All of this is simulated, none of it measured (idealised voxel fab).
Process module heading - voxel self aligned vias
Displayed cross-section: cut, width of 155 nm, square cells sized 5 nm.
Heads up, the way a cross-section reads in here is a grid of square cells, handed over as bands from the top down, with every band being one or more rows of cells.
A band entry consists of two parts. The first gives the height of the band's top and the height of its bottom, in nm. The rest lists the band's materials from left to right, each with its width in nm. A single material labelled with the word "throughout" fills the band from edge to edge, and the word "empty" marks empty space.
Where do heights start? At 0: under that level the wafer as delivered is made of one material only. And the lowest band has no floor; it just carries on downward, as in "from 0 down".
A width such as "30 to 40" changes by the same amount from each row of cells to the next, from the band's top row to its bottom row.
Any step labelled "changes: none" changed none of the cells in the cross-section.
Voids not open to the top, 8 cells minimum: see "Fully sealed cavities". Written width x height at distance; distance is from the left edge; nm.
That trailing text on a step's line, after the settings, is the simulator's own remark on the step.
The setting "overlay nm" may be written on the line of a step. When the step uses a mask, the value reports how far to the right of the planned place the mask lay, and a negative value reports that it lay to the left.
**Steps planned for the process**
1 op RECEIVE | material Si
2 op CONFORMAL_DEP | material SiO2 | thk nm 15
3 op CONFORMAL_DEP | material SiCN | thk nm 5
4 op DIRECTIONAL_DEP | material SiO2 | thk nm 20
5 op DIRECTIONAL_DEP | material aC | thk nm 15
6 op PATTERN | tone open | mask id LINES | material resist | width nm 20 | pitch nm 70 | thk nm 30 | overlay nm 0
7 op DIRECTIONAL_ETCH | etch materials aC | depth nm 15
8 op STRIP | etch materials resist
9 op DIRECTIONAL_ETCH | etch materials SiO2 | depth nm 20
10 op STRIP | etch materials aC
11 op CONFORMAL_DEP | material TiN | thk nm 5
12 op FILL_DEP | material W | thk nm 10
13 op CMP | height nm 40
14 op SELECTIVE_ETCH | etch materials W Ru TiN | depth nm 5
15 op FILL_DEP | material SiN | thk nm 10
16 op CMP | height nm 40
17 op DIRECTIONAL_DEP | material SiO2 | thk nm 20
18 op DIRECTIONAL_DEP | material aC | thk nm 10
19 op PATTERN | tone open | mask id VIAS | material resist | width nm 40 | thk nm 30 | overlay nm 0
20 op DIRECTIONAL_ETCH | etch materials aC | depth nm 10
21 op STRIP | etch materials resist
22 op DIRECTIONAL_ETCH | etch materials SiO2 | depth nm 20
23 op DIRECTIONAL_ETCH | etch materials SiN | depth nm 5
24 op STRIP | etch materials aC
25 op CONFORMAL_DEP | material TiN | thk nm 5
26 op FILL_DEP | material Cu | thk nm 5
27 op CMP | height nm 60
28 op CONFORMAL_DEP | material SiN | thk nm 5
**Cross-section: wafer on arrival = after step 1**
from 0 down | Si throughout
Fully sealed cavities: none
**First of two wafers, end-of-module section, run followed plan**
from 65 to 60 | SiN throughout
from 60 to 45 | SiO2 (20), then TiN (5), then Cu (30), then TiN (5), then SiO2 (95)
from 45 to 40 | SiO2 (20), then TiN (15), then Cu (10), then TiN (15), then SiO2 (95)
from 40 to 35 | SiO2 (30), then TiN (20), then SiO2 (50), then SiN (20), then SiO2 (35)
from 35 to 25 | SiO2 (30), then TiN (5), then W (10), then TiN (5), then SiO2 (50), then TiN (5), then W (10), then TiN (5), then SiO2 (35)
from 25 to 20 | SiO2 (30), then TiN (20), then SiO2 (50), then TiN (20), then SiO2 (35)
from 20 to 15 | SiCN throughout
from 15 to 0 | SiO2 throughout
from 0 down | Si throughout
Fully sealed cavities: none
**Cross-sectional view: second of two wafers, end of module; start and plan identical to the first, one mistake in running**
from 65 to 60 | SiN throughout
from 60 to 45 | SiO2 (15), then TiN (5), then Cu (40), then TiN (5), then SiO2 (90)
from 45 to 40 | SiO2 (15), then TiN (20), then Cu (10), then TiN (20), then SiO2 (90)
from 40 to 35 | SiO2 (30), then TiN (20), then SiO2 (50), then SiN (20), then SiO2 (35)
from 35 to 25 | SiO2 (30), then TiN (5), then W (10), then TiN (5), then SiO2 (50), then TiN (5), then W (10), then TiN (5), then SiO2 (35)
from 25 to 20 | SiO2 (30), then TiN (20), then SiO2 (50), then TiN (20), then SiO2 (35)
from 20 to 15 | SiCN throughout
from 15 to 0 | SiO2 throughout
from 0 down | Si throughout
Fully sealed cavities: none
Where did the run depart from the plan? in deviation from the planned setting, step 19 was conducted as op PATTERN | tone open | mask id VIAS | material resist | width nm 50 | thk nm 30 | overlay nm 0
End check, counted in cells, second wafer has more or fewer of these materials than the first: 6 more of Cu, 8 fewer of SiO2, 2 more of TiN
